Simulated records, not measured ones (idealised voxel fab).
Process module in this document: voxel air gaps
For reference, the cross-section in this document is cut, with width 200 nm and square cells of 5 nm.
Cross-sections here: square-cell grids, written as top-down lists of bands, a band being one or more rows of cells.
Read a band's entry like this: the first values are the height of its top and the height of its bottom in nm, and what follows is the sequence of materials from left to right, each with its width in nm. Note that "blank" is empty space, and that a single material marked "all across" reaches across the band from edge to edge.
Height reference: 0 = level under which incoming wafer is all one material. Lowest band: no bottom, runs on downward, e.g. "0..down".
Per-row width for "30->40": begins at first number (top row of band), ends at second number (bottom row), increment between rows held constant.
"nothing got changed", as given for a step, is the statement that not any cell of the cross-section underwent a change during that step.
For the entry "Closed internal cavities", the listed items are empty spaces with no open way to the top whose size is 8 cells or more; each item follows the pattern width x height at distance, where distance is from the left edge and all three are in nm.
That trailing text on a step's line, after the settings, is the simulator's own remark on the step.
"overlay nm" answers the question of how far to the right of plan the mask lay on a step that has a mask, and when it is negative the answer is to the left.

So here's the lineup of process steps we planned
1 RECEIVE, material Si
2 CONFORMAL_DEP, material SiO2, thk nm 15
3 CONFORMAL_DEP, material SiN, thk nm 5
4 DIRECTIONAL_DEP, material SiO2, thk nm 35
5 DIRECTIONAL_DEP, material aC, thk nm 15
6 PATTERN, tone open, mask id LINES, material resist, width nm 15, pitch nm 40, thk nm 35, overlay nm -15
7 DIRECTIONAL_ETCH, etch materials aC, depth nm 15
8 STRIP, etch materials resist
9 DIRECTIONAL_ETCH, etch materials SiO2, depth nm 35
10 STRIP, etch materials aC
11 CONFORMAL_DEP, material TiN, thk nm 5
12 FILL_DEP, material W, thk nm 5
13 CMP, height nm 55
14 EPI, material Ru, thk nm 10
15 SELECTIVE_ETCH, etch materials SiO2, depth nm 45
16 CONFORMAL_DEP, material SiCN, thk nm 5
The overlay nm used in step 6 is not the same on every wafer, whereas the starting condition is; the value printed in the plan is the first wafer's.

Cross-section, first of several wafers, as delivered after step 1
* 0..down = Si all across
* Closed internal cavities: none

First of several wafers: cross-section at the end of the module, after step 16, its last step
* 70..65 = blank=20 / SiCN=125 / blank=55
* 65..55 = blank=20 / SiCN=5 / Ru=35 / SiCN=5 / Ru=35 / SiCN=5 / Ru=35 / SiCN=5 / blank=55
* 55..50 = blank=20 / SiCN=15 / TiN=5 / W=5 / TiN=5 / SiCN=25 / TiN=5 / W=5 / TiN=5 / SiCN=25 / TiN=5 / W=5 / TiN=5 / SiCN=15 / blank=55
* 50..25 = blank=30 / SiCN=5 / TiN=5 / W=5 / TiN=5 / SiCN=5 / blank=15 / SiCN=5 / TiN=5 / W=5 / TiN=5 / SiCN=5 / blank=15 / SiCN=5 / TiN=5 / W=5 / TiN=5 / SiCN=5 / blank=65
* 25..20 = SiCN=35 / TiN=15 / SiCN=25 / TiN=15 / SiCN=25 / TiN=15 / SiCN=70
* 20..15 = SiN all across
* 15..0 = SiO2 all across
* 0..down = Si all across
* Closed internal cavities: 15 x 25 at 55; 15 x 25 at 95

A cross-section through the last wafer at the close of the module
* 70..65 = blank=50 / SiCN=125 / blank=25
* 65..55 = blank=50 / SiCN=5 / Ru=35 / SiCN=5 / Ru=35 / SiCN=5 / Ru=35 / SiCN=5 / blank=25
* 55..50 = blank=50 / SiCN=15 / TiN=5 / W=5 / TiN=5 / SiCN=25 / TiN=5 / W=5 / TiN=5 / SiCN=25 / TiN=5 / W=5 / TiN=5 / SiCN=15 / blank=25
* 50..25 = blank=60 / SiCN=5 / TiN=5 / W=5 / TiN=5 / SiCN=5 / blank=15 / SiCN=5 / TiN=5 / W=5 / TiN=5 / SiCN=5 / blank=15 / SiCN=5 / TiN=5 / W=5 / TiN=5 / SiCN=5 / blank=35
* 25..20 = SiCN=65 / TiN=15 / SiCN=25 / TiN=15 / SiCN=25 / TiN=15 / SiCN=40
* 20..15 = SiN all across
* 15..0 = SiO2 all across
* 0..down = Si all across
* Closed internal cavities: 15 x 25 at 85; 15 x 25 at 125

The table below has one row for each wafer; a row shows, as of the end of the module, how many cells of each material the wafer has gained, marked (+), or lost, marked (-), since it was received, and then the wafer's closed voids
overlay nm -15 | +42 Ru | +110 SiCN | +40 SiN | +120 SiO2 | +45 TiN | +18 W | Closed internal cavities: 15 x 25 at 55; 15 x 25 at 95
overlay nm -10 | +42 Ru | +110 SiCN | +40 SiN | +120 SiO2 | +45 TiN | +18 W | Closed internal cavities: 15 x 25 at 60; 15 x 25 at 100
overlay nm -5 | +42 Ru | +110 SiCN | +40 SiN | +120 SiO2 | +45 TiN | +18 W | Closed internal cavities: 15 x 25 at 65; 15 x 25 at 105
overlay nm 0 | +42 Ru | +110 SiCN | +40 SiN | +120 SiO2 | +45 TiN | +18 W | Closed internal cavities: 15 x 25 at 70; 15 x 25 at 110
overlay nm 5 | +42 Ru | +110 SiCN | +40 SiN | +120 SiO2 | +45 TiN | +18 W | Closed internal cavities: 15 x 25 at 75; 15 x 25 at 115
overlay nm 10 | +42 Ru | +110 SiCN | +40 SiN | +120 SiO2 | +45 TiN | +18 W | Closed internal cavities: 15 x 25 at 80; 15 x 25 at 120
overlay nm 15 | +42 Ru | +110 SiCN | +40 SiN | +120 SiO2 | +45 TiN | +18 W | Closed internal cavities: 15 x 25 at 85; 15 x 25 at 125
